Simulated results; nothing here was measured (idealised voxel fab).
Title: Process Module voxel self aligned contacts
In the cross-section labelled cut, the width is 260 nm and each square cell is 5 nm.
If you're reading a cross-section in this doc, picture square cells in a grid; it comes to you as bands, top ones listed first down to the bottom, and a band can be one or more rows of cells. It is stipulated that each band's entry specify, in nanometres, the height of the top of the band and then that of its bottom, followed by the materials of the band in left-to-right sequence, each together with its width in nanometres. A single material marked by the word "everywhere" is understood to fill the band from edge to edge; the word "blank" is understood to denote empty space. For the purposes of this specification, 0 denotes the height below which the wafer in its as-received condition is composed wholly of one material, and the lowermost band, lacking a lower limit, extends downward without end, as expressed in "0 -> down". Quick explanation for "30->40": the width changes in equal steps down the rows of cells, from the first number in the band's top row to the second number in its bottom row. Any step labelled "identical to before" changed none of the cells in the cross-section. Listed in "Sealed voids": every empty space of 8 or more cells without an open way to the top. Form: width x height at distance, the distance being from the left edge, all in nm. On a step's line, text after the settings is the simulator commenting on that step. overlay nm: mask offset rightward from planned place, masked step; negative means leftward offset.

-- Process steps - plan
1,op RECEIVE | material Si
2,op CONFORMAL_DEP | material SiO2 | thk nm 5
3,op DIRECTIONAL_DEP | material polySi | thk nm 30
4,op DIRECTIONAL_DEP | material SiN | thk nm 25
5,op MASKED_ETCH | tone cover | mask id GATE | width nm 30 | pitch nm 75 | etch materials SiN | depth nm 25 | overlay nm 0
6,op MASKED_ETCH | tone cover | mask id GATE | width nm 30 | pitch nm 75 | etch materials polySi | depth nm 30 | overlay nm 0
7,op CONFORMAL_DEP | material SiN | thk nm 10
8,op DIRECTIONAL_ETCH | etch materials SiN | depth nm 10
9,op FILL_DEP | material SiO2 | thk nm 15
10,op CMP | height nm 65
11,op MASKED_ETCH | tone open | mask id CONTACT | width nm 55 | etch materials SiO2 | depth nm 65 | overlay nm 0
12,op CONFORMAL_DEP | material TiN | thk nm 5
13,op FILL_DEP | material W | thk nm 5
14,op CMP | height nm 65
15,op CONFORMAL_DEP | material SiN | thk nm 5

-- Step 1 complete: cross-section of the wafer as received
* 0 -> down = Si everywhere
* Sealed voids: none

-- Below is the wafer in cross-section after the module was completed. It began from the starting point shown above and followed the plan shown above, except that one mistake was made while running it
* 70 -> 65 = SiN everywhere
* 65 -> 60 = SiO2=100 / TiN=20 / W=15 / TiN=20 / SiO2=105
* 60 -> 40 = SiO2=65 / SiN=50 / TiN=5 / W=15 / TiN=5 / SiN=50 / SiO2=70
* 40 -> 35 = SiO2=65 / SiN=50 / TiN=25 / SiN=50 / SiO2=70
* 35 -> 5 = W everywhere
* 5 -> 0 = SiO2 everywhere
* 0 -> down = Si everywhere
* Sealed voids: none
Processing error: step 3 off recipe, ran as op DIRECTIONAL_DEP | material W | thk nm 30
